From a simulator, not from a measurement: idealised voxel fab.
Documented hereafter: the process module known as voxel self aligned vias.
Displayed cross-section: cut, width of 235 nm, square cells sized 5 nm.
In what follows, cross-sections appear as grids of square cells, described through bands that run from the top down, where every band is one or more rows of cells. The entry gives the band's vertical extent as a top height and a bottom height in nm, then its horizontal make-up as materials from left to right, each with a width in nm. "empty" stands for empty space; a single material marked "edge to edge" fills the band edge to edge. It should be noted that heights are counted from 0, beneath which the wafer as supplied is of one material throughout, and that the lowest band possesses no lower boundary but continues downward, as written in "top 0, no bottom". Read "30->40" as a graded width: first number on top, second number at the bottom, same change between each pair of neighbouring rows. "no alteration" (step): cross-section cells unchanged, all of them. Entry "Cavities, closed". Content: empty spaces with no open connection to the top, size 8 cells or greater. Each: width x height at distance. Distance: from left edge. Unit: nm. Where a step's line continues beyond its settings, the continuation is a remark by the simulator itself on that step. "overlay nm", when on a step's line for a step with a mask, measures how far to the right of its planned place the mask lay; a negative measure means to the left.

Steps planned for the process
step 1: RECEIVE [material Si]
step 2: CONFORMAL_DEP [material SiO2] [thk nm 10]
step 3: CONFORMAL_DEP [material SiCN] [thk nm 5]
step 4: DIRECTIONAL_DEP [material lowk] [thk nm 20]
step 5: PATTERN [tone open] [mask id LINES] [material resist] [width nm 20] [pitch nm 60] [thk nm 20] [overlay nm 0]
step 6: DIRECTIONAL_ETCH [etch materials lowk] [depth nm 20]
step 7: STRIP [etch materials resist]
step 8: CONFORMAL_DEP [material TiN] [thk nm 5]
step 9: FILL_DEP [material W] [thk nm 5]
step 10: CMP [height nm 35]
step 11: SELECTIVE_ETCH [etch materials W Ru TiN] [depth nm 10]
step 12: FILL_DEP [material SiN] [thk nm 10]
step 13: CMP [height nm 35]
step 14: DIRECTIONAL_DEP [material lowk] [thk nm 15]
step 15: PATTERN [tone open] [mask id VIAS] [material resist] [width nm 40] [pitch nm 60] [thk nm 20] [overlay nm 0]
step 16: DIRECTIONAL_ETCH [etch materials lowk] [depth nm 15]
step 17: DIRECTIONAL_ETCH [etch materials SiN] [depth nm 10]
step 18: STRIP [etch materials resist]
step 19: CONFORMAL_DEP [material TiN] [thk nm 5]
step 20: FILL_DEP [material W] [thk nm 5]
step 21: CMP [height nm 50]
step 22: CONFORMAL_DEP [material SiCN] [thk nm 5]

So, the first of our two wafers, run just as we planned it

So this is the incoming wafer in cross-section - it's already been through step 1
	top 0, no bottom  Si edge to edge
	Cavities, closed: none

You're looking at a cross-section of the wafer after step 2
	top 10, bottom 0  SiO2 edge to edge
	Anything lower than 0 is untouched.

You're looking at a cross-section of the wafer after step 3
	top 15, bottom 10  SiCN edge to edge
	Anything lower than 10 is untouched.

You're looking at a cross-section of the wafer after step 4
	top 35, bottom 15  lowk edge to edge
	Anything lower than 15 is untouched.

You're looking at a cross-section of the wafer after step 5
	top 55, bottom 35  45 resist / 20 empty / 40 resist / 20 empty / 40 resist / 20 empty / 50 resist
	Anything lower than 35 is untouched.

You're looking at a cross-section of the wafer after step 6
	top 55, bottom 35  45 resist / 20 empty / 40 resist / 20 empty / 40 resist / 20 empty / 50 resist
	top 35, bottom 15  45 lowk / 20 empty / 40 lowk / 20 empty / 40 lowk / 20 empty / 50 lowk
	Anything lower than 15 is untouched.

You're looking at a cross-section of the wafer after step 7
	top 35, bottom 15  45 lowk / 20 empty / 40 lowk / 20 empty / 40 lowk / 20 empty / 50 lowk
	Anything lower than 15 is untouched.

You're looking at a cross-section of the wafer after step 8
	top 40, bottom 35  50 TiN / 10 empty / 50 TiN / 10 empty / 50 TiN / 10 empty / 55 TiN
	top 35, bottom 20  45 lowk / 5 TiN / 10 empty / 5 TiN / 40 lowk / 5 TiN / 10 empty / 5 TiN / 40 lowk / 5 TiN / 10 empty / 5 TiN / 50 lowk
	top 20, bottom 15  45 lowk / 20 TiN / 40 lowk / 20 TiN / 40 lowk / 20 TiN / 50 lowk
	Anything lower than 15 is untouched.

You're looking at a cross-section of the wafer after step 9
	top 45, bottom 40  W edge to edge
	top 40, bottom 35  50 TiN / 10 W / 50 TiN / 10 W / 50 TiN / 10 W / 55 TiN
	top 35, bottom 20  45 lowk / 5 TiN / 10 W / 5 TiN / 40 lowk / 5 TiN / 10 W / 5 TiN / 40 lowk / 5 TiN / 10 W / 5 TiN / 50 lowk
	Anything lower than 20 is untouched.

You're looking at a cross-section of the wafer after step 10
	top 35, bottom 20  45 lowk / 5 TiN / 10 W / 5 TiN / 40 lowk / 5 TiN / 10 W / 5 TiN / 40 lowk / 5 TiN / 10 W / 5 TiN / 50 lowk
	Anything lower than 20 is untouched.

You're looking at a cross-section of the wafer after step 11
	top 35, bottom 25  45 lowk / 20 empty / 40 lowk / 20 empty / 40 lowk / 20 empty / 50 lowk
	Anything lower than 25 is untouched.

You're looking at a cross-section of the wafer after step 12
	top 45, bottom 35  SiN edge to edge
	top 35, bottom 25  45 lowk / 20 SiN / 40 lowk / 20 SiN / 40 lowk / 20 SiN / 50 lowk
	Anything lower than 25 is untouched.

You're looking at a cross-section of the wafer after step 13
	top 35, bottom 25  45 lowk / 20 SiN / 40 lowk / 20 SiN / 40 lowk / 20 SiN / 50 lowk
	Anything lower than 25 is untouched.

You're looking at a cross-section of the wafer after step 14
	top 50, bottom 35  lowk edge to edge
	Anything lower than 35 is untouched.

You're looking at a cross-section of the wafer after step 15
	top 70, bottom 50  35 resist / 40 empty / 20 resist / 40 empty / 20 resist / 40 empty / 40 resist
	Anything lower than 50 is untouched.

You're looking at a cross-section of the wafer after step 16
	top 70, bottom 50  35 resist / 40 empty / 20 resist / 40 empty / 20 resist / 40 empty / 40 resist
	top 50, bottom 35  35 lowk / 40 empty / 20 lowk / 40 empty / 20 lowk / 40 empty / 40 lowk
	Anything lower than 35 is untouched.

You're looking at a cross-section of the wafer after step 17
	top 70, bottom 50  35 resist / 40 empty / 20 resist / 40 empty / 20 resist / 40 empty / 40 resist
	top 50, bottom 35  35 lowk / 40 empty / 20 lowk / 40 empty / 20 lowk / 40 empty / 40 lowk
	top 35, bottom 25  45 lowk / 20 empty / 40 lowk / 20 empty / 40 lowk / 20 empty / 50 lowk
	Anything lower than 25 is untouched.

You're looking at a cross-section of the wafer after step 18
	top 50, bottom 35  35 lowk / 40 empty / 20 lowk / 40 empty / 20 lowk / 40 empty / 40 lowk
	Anything lower than 35 is untouched.

You're looking at a cross-section of the wafer after step 19
	top 55, bottom 50  40 TiN / 30 empty / 30 TiN / 30 empty / 30 TiN / 30 empty / 45 TiN
	top 50, bottom 40  35 lowk / 5 TiN / 30 empty / 5 TiN / 20 lowk / 5 TiN / 30 empty / 5 TiN / 20 lowk / 5 TiN / 30 empty / 5 TiN / 40 lowk
	top 40, bottom 30  35->45 lowk / 15->5 TiN / 10 empty / 15->5 TiN / 20->40 lowk / 15->5 TiN / 10 empty / 15->5 TiN / 20->40 lowk / 15->5 TiN / 10 empty / 15->5 TiN / 40->50 lowk
	top 30, bottom 25  45 lowk / 20 TiN / 40 lowk / 20 TiN / 40 lowk / 20 TiN / 50 lowk
	Anything lower than 25 is untouched.

You're looking at a cross-section of the wafer after step 20
	top 60, bottom 55  W edge to edge
	top 55, bottom 50  40 TiN / 30 W / 30 TiN / 30 W / 30 TiN / 30 W / 45 TiN
	top 50, bottom 40  35 lowk / 5 TiN / 30 W / 5 TiN / 20 lowk / 5 TiN / 30 W / 5 TiN / 20 lowk / 5 TiN / 30 W / 5 TiN / 40 lowk
	top 40, bottom 30  35->45 lowk / 15->5 TiN / 10 W / 15->5 TiN / 20->40 lowk / 15->5 TiN / 10 W / 15->5 TiN / 20->40 lowk / 15->5 TiN / 10 W / 15->5 TiN / 40->50 lowk
	Anything lower than 30 is untouched.

You're looking at a cross-section of the wafer after step 21
	top 50, bottom 40  35 lowk / 5 TiN / 30 W / 5 TiN / 20 lowk / 5 TiN / 30 W / 5 TiN / 20 lowk / 5 TiN / 30 W / 5 TiN / 40 lowk
	Anything lower than 40 is untouched.

You're looking at a cross-section of the wafer after step 22
	top 55, bottom 50  SiCN edge to edge
	Anything lower than 50 is untouched.

The Second Wafer: Common Origin and Plan, One Mistake in Execution, Identical to the First Through Step 7

Cross-section: second wafer, time at which step 8 was scheduled to end
	top 40, bottom 35  50 SiO2 / 10 empty / 50 SiO2 / 10 empty / 50 SiO2 / 10 empty / 55 SiO2
	top 35, bottom 20  45 lowk / 5 SiO2 / 10 empty / 5 SiO2 / 40 lowk / 5 SiO2 / 10 empty / 5 SiO2 / 40 lowk / 5 SiO2 / 10 empty / 5 SiO2 / 50 lowk
	top 20, bottom 15  45 lowk / 20 SiO2 / 40 lowk / 20 SiO2 / 40 lowk / 20 SiO2 / 50 lowk
	Anything lower than 15 is untouched.

Cross-section: second wafer, time at which step 9 was scheduled to end
	top 45, bottom 40  W edge to edge
	top 40, bottom 35  50 SiO2 / 10 W / 50 SiO2 / 10 W / 50 SiO2 / 10 W / 55 SiO2
	top 35, bottom 20  45 lowk / 5 SiO2 / 10 W / 5 SiO2 / 40 lowk / 5 SiO2 / 10 W / 5 SiO2 / 40 lowk / 5 SiO2 / 10 W / 5 SiO2 / 50 lowk
	Anything lower than 20 is untouched.

Cross-section: second wafer, time at which step 10 was scheduled to end
	top 35, bottom 20  45 lowk / 5 SiO2 / 10 W / 5 SiO2 / 40 lowk / 5 SiO2 / 10 W / 5 SiO2 / 40 lowk / 5 SiO2 / 10 W / 5 SiO2 / 50 lowk
	Anything lower than 20 is untouched.

Cross-section: second wafer, time at which step 11 was scheduled to end
	top 35, bottom 25  45 lowk / 5 SiO2 / 10 empty / 5 SiO2 / 40 lowk / 5 SiO2 / 10 empty / 5 SiO2 / 40 lowk / 5 SiO2 / 10 empty / 5 SiO2 / 50 lowk
	Anything lower than 25 is untouched.

Cross-section: second wafer, time at which step 12 was scheduled to end
	top 45, bottom 35  SiN edge to edge
	top 35, bottom 25  45 lowk / 5 SiO2 / 10 SiN / 5 SiO2 / 40 lowk / 5 SiO2 / 10 SiN / 5 SiO2 / 40 lowk / 5 SiO2 / 10 SiN / 5 SiO2 / 50 lowk
	Anything lower than 25 is untouched.

Cross-section: second wafer, time at which step 13 was scheduled to end
	top 35, bottom 25  45 lowk / 5 SiO2 / 10 SiN / 5 SiO2 / 40 lowk / 5 SiO2 / 10 SiN / 5 SiO2 / 40 lowk / 5 SiO2 / 10 SiN / 5 SiO2 / 50 lowk
	Anything lower than 25 is untouched.

Cross-section: second wafer, time at which step 14 was scheduled to end
	top 50, bottom 35  lowk edge to edge
	Anything lower than 35 is untouched.

Cross-section: second wafer, time at which step 15 was scheduled to end
	top 70, bottom 50  35 resist / 40 empty / 20 resist / 40 empty / 20 resist / 40 empty / 40 resist
	Anything lower than 50 is untouched.

Cross-section: second wafer, time at which step 16 was scheduled to end
	top 70, bottom 50  35 resist / 40 empty / 20 resist / 40 empty / 20 resist / 40 empty / 40 resist
	top 50, bottom 35  35 lowk / 40 empty / 20 lowk / 40 empty / 20 lowk / 40 empty / 40 lowk
	Anything lower than 35 is untouched.

Cross-section: second wafer, time at which step 17 was scheduled to end
	top 70, bottom 50  35 resist / 40 empty / 20 resist / 40 empty / 20 resist / 40 empty / 40 resist
	top 50, bottom 35  35 lowk / 40 empty / 20 lowk / 40 empty / 20 lowk / 40 empty / 40 lowk
	top 35, bottom 25  45 lowk / 5 SiO2 / 10 empty / 5 SiO2 / 40 lowk / 5 SiO2 / 10 empty / 5 SiO2 / 40 lowk / 5 SiO2 / 10 empty / 5 SiO2 / 50 lowk
	Anything lower than 25 is untouched.

Cross-section: second wafer, time at which step 18 was scheduled to end
	top 50, bottom 35  35 lowk / 40 empty / 20 lowk / 40 empty / 20 lowk / 40 empty / 40 lowk
	Anything lower than 35 is untouched.

Cross-section: second wafer, time at which step 19 was scheduled to end
	top 55, bottom 50  40 TiN / 30 empty / 30 TiN / 30 empty / 30 TiN / 30 empty / 45 TiN
	top 50, bottom 40  35 lowk / 5 TiN / 30 empty / 5 TiN / 20 lowk / 5 TiN / 30 empty / 5 TiN / 20 lowk / 5 TiN / 30 empty / 5 TiN / 40 lowk
	top 40, bottom 35  35 lowk / 40 TiN / 20 lowk / 40 TiN / 20 lowk / 40 TiN / 40 lowk
	top 35, bottom 25  45 lowk / 5 SiO2 / 10 TiN / 5 SiO2 / 40 lowk / 5 SiO2 / 10 TiN / 5 SiO2 / 40 lowk / 5 SiO2 / 10 TiN / 5 SiO2 / 50 lowk
	Anything lower than 25 is untouched.

Cross-section: second wafer, time at which step 20 was scheduled to end
	top 60, bottom 55  W edge to edge
	top 55, bottom 50  40 TiN / 30 W / 30 TiN / 30 W / 30 TiN / 30 W / 45 TiN
	top 50, bottom 40  35 lowk / 5 TiN / 30 W / 5 TiN / 20 lowk / 5 TiN / 30 W / 5 TiN / 20 lowk / 5 TiN / 30 W / 5 TiN / 40 lowk
	Anything lower than 40 is untouched.

Cross-section: second wafer, time at which step 21 was scheduled to end
	top 50, bottom 40  35 lowk / 5 TiN / 30 W / 5 TiN / 20 lowk / 5 TiN / 30 W / 5 TiN / 20 lowk / 5 TiN / 30 W / 5 TiN / 40 lowk
	Anything lower than 40 is untouched.

Cross-section: second wafer, time at which step 22 was scheduled to end
	top 55, bottom 50  SiCN edge to edge
	Anything lower than 50 is untouched.
Run error: the process deviated at step 8: the operation and settings actually run there were CONFORMAL_DEP [material SiO2] [thk nm 5]
In the final state, the cell counts of the second wafer exceed or fall short of those of the first for the following materials: 30 more of SiO2, 18 fewer of TiN, 12 fewer of W
